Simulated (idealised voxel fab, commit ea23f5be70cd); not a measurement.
process module | voxel released beams
cross-section cut | 160 nm wide | cells 5 nm
A cross-section is a grid of square cells, given in bands from the top down. A band is one or more rows of cells.
Each band's line starts with the height of the band's top and of its bottom, in nm. Then come its materials from left to right, each with its width in nm. One material with "throughout" fills the band from edge to edge. "air" is empty space.
Height 0 is the level under which the wafer as received is all one material. The lowest band goes on downwards, as in "0 down".
A width such as "30 to 40" changes by the same amount from each row of cells to the next, from the band's top row to its bottom row.
"no change" after a step means that no cell of the cross-section changed.
closed voids: empty space of 8 cells or more with no open way to the top, each as width x height at its distance from the left edge, in nm
after a step's settings: what the simulator itself notes on the step
overlay nm, on a step with a mask: how far to the right of its planned place the mask lay; to the left if negative
plan
1 op RECEIVE | material Si
2 op CONFORMAL_DEP | material Al2O3 | thk nm 5
3 op DIRECTIONAL_DEP | material SiO2 | thk nm 20
4 op DIRECTIONAL_DEP | material aC | thk nm 10
5 op PATTERN | tone open | mask id ANCHOR | material resist | width nm 25 | thk nm 25 | overlay nm 0
6 op DIRECTIONAL_ETCH | etch materials aC | depth nm 10
7 op STRIP | etch materials resist
8 op DIRECTIONAL_ETCH | etch materials SiO2 | depth nm 20
9 op STRIP | etch materials aC
10 op CONFORMAL_DEP | material polySi | thk nm 10
11 op PATTERN | tone cover | mask id BEAM | material resist | width nm 90 | thk nm 15 | overlay nm 0
12 op DIRECTIONAL_ETCH | etch materials polySi | depth nm 10
13 op STRIP | etch materials resist
14 op STRIP | etch materials SiO2
varied across the wafers: thk nm of step 2. The plan shows the first wafer's value. All wafers start alike
first wafer as received, after step 1
  0 down: Si throughout
  closed voids: none
each wafer at the end: cells of each material gained (+) or lost (-) since it was received, then its closed voids
thk nm 5 | +32 Al2O3 | +52 polySi | closed voids: none
thk nm 10 | +64 Al2O3 | +52 polySi | closed voids: none
thk nm 15 | +96 Al2O3 | +52 polySi | closed voids: none
thk nm 20 | +128 Al2O3 | +52 polySi | closed voids: none
